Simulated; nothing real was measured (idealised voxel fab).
Process module in this document: voxel trench capacitor
Displayed cross-section: cut, width of 285 nm, square cells sized 5 nm.
We lay out every cross-section as a grid of square cells and spell it out in bands from the top down, where one band means one or more rows of cells. The entry gives the band's vertical extent as a top height and a bottom height in nm, then its horizontal make-up as materials from left to right, each with a width in nm. "blank" stands for empty space; a single material marked "throughout" fills the band edge to edge. Zero point of the height axis is 0; under it, received wafer = one material. Lowest band: continues down indefinitely, "from 0 down". Width "30->40": first value at the band's top row of cells, second value at its bottom row, equal change from row to row. The cross-section has no changed cell in any step marked "no modification". Entry "Closed internal cavities" = empty spaces >= 8 cells with no open way to the top; each as width x height at distance, distance from left edge, all nm. Anything after a step's settings on that line? It's the simulator's own note about the step. You can add "overlay nm" to a step's line. For a step with a mask, it describes how far the mask lay to the right of its planned position, and a negative number describes a lay to the left.

## Steps in the process plan
1. RECEIVE (material Si)
2. CONFORMAL_DEP (material SiN; thk nm 5)
3. MASKED_ETCH (tone open; mask id TRENCH; width nm 30; pitch nm 50; etch materials SiN; depth nm 5; overlay nm 0)
4. MASKED_ETCH (tone open; mask id TRENCH; width nm 30; pitch nm 50; etch materials Si; depth nm 25; overlay nm 0)
5. CONFORMAL_DEP (material HfO2; thk nm 5)
6. CONFORMAL_DEP (material TiN; thk nm 5)
7. FILL_DEP (material W; thk nm 5)
8. CMP (height nm 5)

## Cross-section: wafer on arrival = after step 1
> from 0 down: Si throughout
> Closed internal cavities: none

## Looking at the first of two wafers in cross-section at end of module - ran to plan
> from 5 to 0: SiN (100); HfO2 (5); TiN (5); W (10); TiN (5); HfO2 (5); SiN (20); HfO2 (5); TiN (5); W (10); TiN (5); HfO2 (5); SiN (105)
> from 0 to -15: Si (100); HfO2 (5); TiN (5); W (10); TiN (5); HfO2 (5); Si (20); HfO2 (5); TiN (5); W (10); TiN (5); HfO2 (5); Si (105)
> from -15 to -20: Si (100); HfO2 (5); TiN (20); HfO2 (5); Si (20); HfO2 (5); TiN (20); HfO2 (5); Si (105)
> from -20 to -25: Si (100); HfO2 (30); Si (20); HfO2 (30); Si (105)
> from -25 down: Si throughout
> Closed internal cavities: none

## Module end: cross-section of wafer two of two. Same start and process plan as the first wafer. One mistake during execution
> from 5 to 0: SiN (100); TiN (10); W (10); TiN (10); SiN (20); TiN (10); W (10); TiN (10); SiN (105)
> from 0 to -15: Si (100); TiN (10); W (10); TiN (10); Si (20); TiN (10); W (10); TiN (10); Si (105)
> from -15 to -25: Si (100); TiN (30); Si (20); TiN (30); Si (105)
> from -25 down: Si throughout
> Closed internal cavities: none
Which mistake was made when the wafer was run? it should be noted that step 5 was executed with settings other than those planned, the operation and settings actually applied being CONFORMAL_DEP (material TiN; thk nm 5)
In the final state, the cell counts of the second wafer exceed or fall short of those of the first for the following materials: -32 HfO2 | +32 TiN
